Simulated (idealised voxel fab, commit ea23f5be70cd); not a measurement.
Documented hereafter: the process module known as voxel local oxidation.
Xsec cut, 275 nm wide, square cell size 5 nm.
Just so we're on the same page, the cross-sections are grids of square cells, and they're listed out in bands top to bottom, each band one or more rows deep. Read a band's entry like this: the first values are the height of its top and the height of its bottom in nm, and what follows is the sequence of materials from left to right, each with its width in nm. Note that "air" is empty space, and that a single material marked "throughout" reaches across the band from edge to edge. Measure heights from 0. That's the level where, below it, the as-received wafer is all one material. The lowest band is bottomless and extends downward; write it as in "0..down". A width such as "30->40" changes by the same amount from each row of cells to the next, from the band's top row to its bottom row. When a step is marked "nothing changed", none of the cells in the cross-section changed during that step. Entry "Voids lacking openings" = empty spaces >= 8 cells with no open way to the top; each as width x height at distance, distance from left edge, all nm. The remark found on a step's line after its settings is issued by the simulator itself and pertains to that step. overlay nm: right-of-plan distance of the mask on a masked step; negative values mean left-of-plan.

**These are the steps we planned for the process**
step 1: RECEIVE [material Si]
step 2: OXIDIZE [depth nm 5]
step 3: CONFORMAL_DEP [material SiN] [thk nm 15]
step 4: PATTERN [tone cover] [mask id ACTIVE] [material resist] [width nm 130] [thk nm 15] [overlay nm 0]
step 5: DIRECTIONAL_ETCH [etch materials SiN] [depth nm 15]
step 6: STRIP [etch materials resist]
step 7: SELECTIVE_ETCH [etch materials SiO2] [depth nm 5]
step 8: OXIDIZE [depth nm 15]
step 9: STRIP [etch materials SiN]

**Cross-section of the wafer at receipt, which is the condition after step 1**
	0..down: Si throughout
	Voids lacking openings: none

**End state of the module in cross-section, given the above starting point and plan and one mistake in execution**
	0..-5: SiO2: 65 | air: 140 | SiO2: 70
	-5..-20: Si: 50 | SiO2: 170 | Si: 55
	-20..down: Si throughout
	Voids lacking openings: none
what went wrong: so step 4 ended up running with a different setting than we planned, it ran as PATTERN [tone open] [mask id ACTIVE] [material resist] [width nm 130] [thk nm 15] [overlay nm 0]
